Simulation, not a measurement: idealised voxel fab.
process module | voxel double patterning
cross-section cut | 180 nm wide | cells 5 nm
A cross-section is a grid of square cells, given in bands from the top down. A band is one or more rows of cells.
Each band's line starts with the height of the band's top and of its bottom, in nm. Then come its materials from left to right, each with its width in nm. One material with "throughout" fills the band from edge to edge. "air" is empty space.
Height 0 is the level under which the wafer as received is all one material. The lowest band goes on downwards, as in "0 down".
A width such as "30 to 40" changes by the same amount from each row of cells to the next, from the band's top row to its bottom row.
"no change" after a step means that no cell of the cross-section changed.
closed voids: empty space of 8 cells or more with no open way to the top, each as width x height at its distance from the left edge, in nm
after a step's settings: what the simulator itself notes on the step
overlay nm, on a step with a mask: how far to the right of its planned place the mask lay; to the left if negative
plan
1 op RECEIVE | material Si
2 op CONFORMAL_DEP | material SiO2 | thk nm 10
3 op DIRECTIONAL_DEP | material polySi | thk nm 20
4 op DIRECTIONAL_DEP | material SiN | thk nm 5
5 op DIRECTIONAL_DEP | material aC | thk nm 10
6 op PATTERN | tone open | mask id FIRST | material resist | width nm 15 | pitch nm 50 | thk nm 25 | overlay nm 0
7 op DIRECTIONAL_ETCH | etch materials aC | depth nm 10
8 op STRIP | etch materials resist
9 op DIRECTIONAL_ETCH | etch materials SiN | depth nm 5
10 op STRIP | etch materials aC
11 op DIRECTIONAL_DEP | material aC | thk nm 15
12 op PATTERN | tone open | mask id SECOND | material resist | width nm 15 | pitch nm 50 | thk nm 30 | overlay nm 0
13 op DIRECTIONAL_ETCH | etch materials aC | depth nm 15
14 op STRIP | etch materials resist
15 op DIRECTIONAL_ETCH | etch materials SiN | depth nm 5
16 op STRIP | etch materials aC
17 op DIRECTIONAL_ETCH | etch materials polySi | depth nm 20
18 op STRIP | etch materials SiN
as received, after step 1
  0 down: Si throughout
  closed voids: none
a wafer at the end: this start, this plan, one mistake
  30 to 10: polySi 30 | air 30 | polySi 20 | air 30 | polySi 20 | air 15 | polySi 35
  10 to 0: SiO2 throughout
  0 down: Si throughout
  closed voids: none
what went wrong: step 12 ran as: op PATTERN | tone open | mask id SECOND | material resist | width nm 15 | pitch nm 50 | thk nm 30 | overlay nm -10
